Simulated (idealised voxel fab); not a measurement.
process module | voxel plated lines
cross-section cut | 230 nm wide | cells 5 nm
A cross-section is a grid of square cells, given in bands from the top down. A band is one or more rows of cells.
Each band's line starts with the height of the band's top and of its bottom, in nm. Then come its materials from left to right, each with its width in nm. One material with "throughout" fills the band from edge to edge. "air" is empty space.
Height 0 is the level under which the wafer as received is all one material. The lowest band goes on downwards, as in "0 down".
A width such as "30 to 40" changes by the same amount from each row of cells to the next, from the band's top row to its bottom row.
"no change" after a step means that no cell of the cross-section changed.
closed voids: empty space of 8 cells or more with no open way to the top, each as width x height at its distance from the left edge, in nm
after a step's settings: what the simulator itself notes on the step
overlay nm, on a step with a mask: how far to the right of its planned place the mask lay; to the left if negative
plan
1 op RECEIVE | material Si
2 op CONFORMAL_DEP | material Al2O3 | thk nm 5
3 op DIRECTIONAL_DEP | material TiN | thk nm 5
4 op PATTERN | tone open | mask id LINES | material resist | width nm 20 | pitch nm 50 | thk nm 25 | overlay nm 0
5 op EPI | material Ru | thk nm 5
6 op EPI | material Ru | thk nm 10
7 op STRIP | etch materials resist
8 op DIRECTIONAL_ETCH | etch materials TiN | depth nm 5
9 op CONFORMAL_DEP | material SiN | thk nm 5
first wafer, as planned
as received, after step 1
  0 down: Si throughout
  closed voids: none
after step 2
  5 to 0: Al2O3 throughout
  below 0: unchanged
after step 3
  10 to 5: TiN throughout
  below 5: unchanged
after step 4
  35 to 10: resist 55 | air 20 | resist 30 | air 20 | resist 30 | air 20 | resist 55
  below 10: unchanged
after step 5
  35 to 15: resist 55 | air 20 | resist 30 | air 20 | resist 30 | air 20 | resist 55
  15 to 10: resist 55 | Ru 20 | resist 30 | Ru 20 | resist 30 | Ru 20 | resist 55
  below 10: unchanged
after step 6
  35 to 25: resist 55 | air 20 | resist 30 | air 20 | resist 30 | air 20 | resist 55
  25 to 10: resist 55 | Ru 20 | resist 30 | Ru 20 | resist 30 | Ru 20 | resist 55
  below 10: unchanged
after step 7
  25 to 10: air 55 | Ru 20 | air 30 | Ru 20 | air 30 | Ru 20 | air 55
  below 10: unchanged
after step 8
  25 to 10: air 55 | Ru 20 | air 30 | Ru 20 | air 30 | Ru 20 | air 55
  10 to 5: air 55 | TiN 20 | air 30 | TiN 20 | air 30 | TiN 20 | air 55
  below 5: unchanged
after step 9
  30 to 25: air 50 | SiN 30 | air 20 | SiN 30 | air 20 | SiN 30 | air 50
  25 to 10: air 50 | SiN 5 | Ru 20 | SiN 5 | air 20 | SiN 5 | Ru 20 | SiN 5 | air 20 | SiN 5 | Ru 20 | SiN 5 | air 50
  10 to 5: SiN 55 | TiN 20 | SiN 30 | TiN 20 | SiN 30 | TiN 20 | SiN 55
  below 5: unchanged
second wafer: like start, like plan, one mistake. Through step 3 it matches the first wafer
when step 4 should have ended
  35 to 10: resist 50 | air 20 | resist 30 | air 20 | resist 30 | air 20 | resist 60
  below 10: unchanged
when step 5 should have ended
  35 to 15: resist 50 | air 20 | resist 30 | air 20 | resist 30 | air 20 | resist 60
  15 to 10: resist 50 | Ru 20 | resist 30 | Ru 20 | resist 30 | Ru 20 | resist 60
  below 10: unchanged
when step 6 should have ended
  35 to 25: resist 50 | air 20 | resist 30 | air 20 | resist 30 | air 20 | resist 60
  25 to 10: resist 50 | Ru 20 | resist 30 | Ru 20 | resist 30 | Ru 20 | resist 60
  below 10: unchanged
when step 7 should have ended
  25 to 10: air 50 | Ru 20 | air 30 | Ru 20 | air 30 | Ru 20 | air 60
  below 10: unchanged
when step 8 should have ended
  25 to 10: air 50 | Ru 20 | air 30 | Ru 20 | air 30 | Ru 20 | air 60
  10 to 5: air 50 | TiN 20 | air 30 | TiN 20 | air 30 | TiN 20 | air 60
  below 5: unchanged
when step 9 should have ended
  30 to 25: air 45 | SiN 30 | air 20 | SiN 30 | air 20 | SiN 30 | air 55
  25 to 10: air 45 | SiN 5 | Ru 20 | SiN 5 | air 20 | SiN 5 | Ru 20 | SiN 5 | air 20 | SiN 5 | Ru 20 | SiN 5 | air 55
  10 to 5: SiN 50 | TiN 20 | SiN 30 | TiN 20 | SiN 30 | TiN 20 | SiN 60
  below 5: unchanged
what went wrong: step 4 ran as: op PATTERN | tone open | mask id LINES | material resist | width nm 20 | pitch nm 50 | thk nm 25 | overlay nm -5
at the end the second wafer has, in cells: as many of each material as the first, in other places
